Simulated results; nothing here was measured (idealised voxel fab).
process module | voxel transistor to metal
cross-section cut | 165 nm wide | cells 5 nm
A cross-section is a grid of square cells, given in bands from the top down. A band is one or more rows of cells.
Each band's line starts with the height of the band's top and of its bottom, in nm. Then come its materials from left to right, each with its width in nm. One material with "throughout" fills the band from edge to edge. "air" is empty space.
Height 0 is the level under which the wafer as received is all one material. The lowest band goes on downwards, as in "0 down".
A width such as "30 to 40" changes by the same amount from each row of cells to the next, from the band's top row to its bottom row.
"no change" after a step means that no cell of the cross-section changed.
closed voids: empty space of 8 cells or more with no open way to the top, each as width x height at its distance from the left edge, in nm
after a step's settings: what the simulator itself notes on the step
overlay nm, on a step with a mask: how far to the right of its planned place the mask lay; to the left if negative
plan
1 op RECEIVE | material Si
2 op CONFORMAL_DEP | material SiO2 | thk nm 5
3 op CONFORMAL_DEP | material SiN | thk nm 10
4 op MASKED_ETCH | tone cover | mask id ACTIVE | width nm 110 | etch materials SiN | depth nm 10 | overlay nm 0
5 op MASKED_ETCH | tone cover | mask id ACTIVE | width nm 110 | etch materials SiO2 | depth nm 5 | overlay nm 0
6 op MASKED_ETCH | tone cover | mask id ACTIVE | width nm 110 | etch materials Si | depth nm 35 | overlay nm 0
7 op FILL_DEP | material SiO2 | thk nm 15
8 op CMP | height nm 15
9 op SELECTIVE_ETCH | etch materials SiO2 | depth nm 10
10 op STRIP | etch materials SiN
11 op SELECTIVE_ETCH | etch materials SiO2 | depth nm 5
12 op OXIDIZE | depth nm 5
13 op DIRECTIONAL_DEP | material polySi | thk nm 25
14 op DIRECTIONAL_DEP | material SiCN | thk nm 10
15 op DIRECTIONAL_DEP | material aC | thk nm 15
16 op PATTERN | tone cover | mask id GATE | material resist | width nm 20 | thk nm 30 | overlay nm 0
17 op DIRECTIONAL_ETCH | etch materials aC | depth nm 15
18 op STRIP | etch materials resist
19 op DIRECTIONAL_ETCH | etch materials SiCN | depth nm 20
20 op DIRECTIONAL_ETCH | etch materials polySi | depth nm 35
21 op STRIP | etch materials aC
22 op CONFORMAL_DEP | material SiO2 | thk nm 5
23 op DIRECTIONAL_ETCH | etch materials SiO2 | depth nm 5
24 op CONFORMAL_DEP | material SiN | thk nm 5
25 op DIRECTIONAL_ETCH | etch materials SiN | depth nm 5
26 op DIRECTIONAL_ETCH | etch materials SiO2 | depth nm 5
27 op DIRECTIONAL_ETCH | etch materials Si | depth nm 10
28 op EPI | material nSi | thk nm 15
29 op FILL_DEP | material SiO2 | thk nm 5
30 op CMP | height nm 35
31 op DIRECTIONAL_DEP | material SiO2 | thk nm 10
32 op PATTERN | tone open | mask id CONTACT | material resist | width nm 35 | pitch nm 65 | thk nm 20 | overlay nm 0
33 op DIRECTIONAL_ETCH | etch materials SiO2 | depth nm 45
34 op STRIP | etch materials resist
35 op CONFORMAL_DEP | material TiN | thk nm 5
36 op FILL_DEP | material Ru | thk nm 10
37 op CMP | height nm 45
38 op CONFORMAL_DEP | material SiN | thk nm 5
39 op DIRECTIONAL_DEP | material lowk | thk nm 20
40 op PATTERN | tone open | mask id METAL_1 | material resist | width nm 20 | pitch nm 80 | thk nm 15 | overlay nm 0
41 op DIRECTIONAL_ETCH | etch materials lowk | depth nm 20
42 op DIRECTIONAL_ETCH | etch materials SiN | depth nm 5
43 op STRIP | etch materials resist
44 op CONFORMAL_DEP | material TiN | thk nm 5
45 op FILL_DEP | material W | thk nm 5
46 op CMP | height nm 70
47 op CONFORMAL_DEP | material SiCN | thk nm 5
as received, after step 1
  0 down: Si throughout
  closed voids: none
a wafer at the end: this start, this plan, one mistake
  75 to 70: SiCN throughout
  70 to 50: SiO2 throughout
  50 to 45: SiN throughout
  45 to 35: SiO2 30 | TiN 5 | Ru 25 to 20 | TiN 5 to 10 | SiO2 30 | TiN 5 to 10 | Ru 25 to 20 | TiN 5 | SiO2 35
  35 to 25: SiO2 30 | TiN 5 | Ru 20 | TiN 5 | SiN 5 | SiO2 5 | SiCN 20 | SiO2 5 | SiN 5 | TiN 5 | Ru 20 | TiN 5 | SiO2 35
  25 to 15: SiO2 30 | TiN 5 | Ru 20 | TiN 5 | SiN 5 | SiO2 5 | polySi 20 | SiO2 5 | SiN 5 | TiN 5 | Ru 20 | TiN 5 | SiO2 35
  15 to 10: SiO2 30 | TiN 5 | Ru 5 | TiN 20 | SiN 5 | SiO2 5 | polySi 20 | SiO2 5 | SiN 5 | TiN 20 | Ru 5 | TiN 5 | SiO2 35
  10 to 5: SiO2 30 | TiN 5 | Ru 5 | TiN 5 | nSi 15 | SiN 5 | SiO2 5 | polySi 20 | SiO2 5 | SiN 5 | nSi 15 | TiN 5 | Ru 5 | TiN 5 | SiO2 35
  5 to 0: SiO2 30 | TiN 15 | nSi 15 | SiN 5 | SiO2 5 | polySi 20 | SiO2 5 | SiN 5 | nSi 15 | TiN 15 | SiO2 35
  0 to -5: SiO2 20 | nSi 40 | SiO2 40 | nSi 40 | SiO2 25
  -5 to -15: SiO2 25 | nSi 35 | Si 40 | nSi 35 | SiO2 30
  -15 to -35: SiO2 25 | Si 110 | SiO2 30
  -35 down: Si throughout
  closed voids: none
what went wrong: step 39 ran as: op DIRECTIONAL_DEP | material SiO2 | thk nm 20
